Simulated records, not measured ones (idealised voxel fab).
The process module presented herein is designated voxel lift off.
The width of the displayed cross-section, cut, is 260 nm; its cells are square, with a size of 5 nm.
Cross-section, as written here: a square-cell grid given band by band from the top down, where a band holds one or more rows of cells. A band entry consists of two parts. The first gives the height of the band's top and the height of its bottom, in nm. The rest lists the band's materials from left to right, each with its width in nm. A single material labelled with the word "throughout" fills the band from edge to edge, and the word "air" marks empty space. Height 0 is the level under which the wafer as received is all one material. The lowest band goes on downwards, as in "0 and below". When a width is written as two numbers, as in "30->40", the first number is the width in the top row of cells of the band and the second is the width in its bottom row, and the width changes by the same amount from each row to the next. Any step labelled "same as before" changed none of the cells in the cross-section. "Closed internal cavities": empty spaces of 8 cells or more with no open way to the top, each given as width x height at distance, distance from the left edge, all in nm. The remark found on a step's line after its settings is issued by the simulator itself and pertains to that step. What "overlay nm" on a step's line means: if the step has a mask, that mask lay this far to the right of its planned place, or, when the value is negative, to the left.
**Set out below are the planned steps of the process**
1) RECEIVE: material Si
2) CONFORMAL_DEP: material SiO2, thk nm 5
3) PATTERN: tone open, mask id LINES, material resist, width nm 25, pitch nm 45, thk nm 20, overlay nm 0
4) DIRECTIONAL_DEP: material Ru, thk nm 10
5) STRIP: etch materials resist
6) CONFORMAL_DEP: material SiCN, thk nm 10
**first wafer, as planned**
**As received (post step 1): cross-section**
  0 and below  Si throughout
  Closed internal cavities: none
**Upon completion of step 2, the wafer appears in cross-section as shown**
  5 down to 0  SiO2 throughout
  Below 0, no change.
**Upon completion of step 3, the wafer appears in cross-section as shown**
  25 down to 5  resist=70 | air=25 | resist=20 | air=25 | resist=20 | air=25 | resist=75
  Below 5, no change.
**Upon completion of step 4, the wafer appears in cross-section as shown**
  35 down to 25  Ru=70 | air=25 | Ru=20 | air=25 | Ru=20 | air=25 | Ru=75
  25 down to 15  resist=70 | air=25 | resist=20 | air=25 | resist=20 | air=25 | resist=75
  15 down to 5  resist=70 | Ru=25 | resist=20 | Ru=25 | resist=20 | Ru=25 | resist=75
  Below 5, no change.
**Upon completion of step 5, the wafer appears in cross-section as shown**
  15 down to 5  air=70 | Ru=25 | air=20 | Ru=25 | air=20 | Ru=25 | air=75
  Below 5, no change.
**Upon completion of step 6, the wafer appears in cross-section as shown**
  25 down to 15  air=60 | SiCN=135 | air=65
  15 down to 5  SiCN=70 | Ru=25 | SiCN=20 | Ru=25 | SiCN=20 | Ru=25 | SiCN=75
  Below 5, no change.
**Here the second wafer is described. Its start and its plan were those of the first wafer. Its run contained one mistake. Up to and including step 3, it did exactly what the first wafer did**
Planned end of step 4: second wafer, cross-section: same as before
**Planned end of step 5: second wafer, cross-section**
  5 down to 0  SiO2 throughout
  Below 0, no change.
**Planned end of step 6: second wafer, cross-section**
  15 down to 5  SiCN throughout
  Below 5, no change.
In executing the process, a mistake was made relative to the plan: step 4 of the plan did not run at all; it was left out
Final comparison by cell count, materials where the second wafer has more or fewer than the first: Ru: 30 fewer; SiCN: 24 fewer
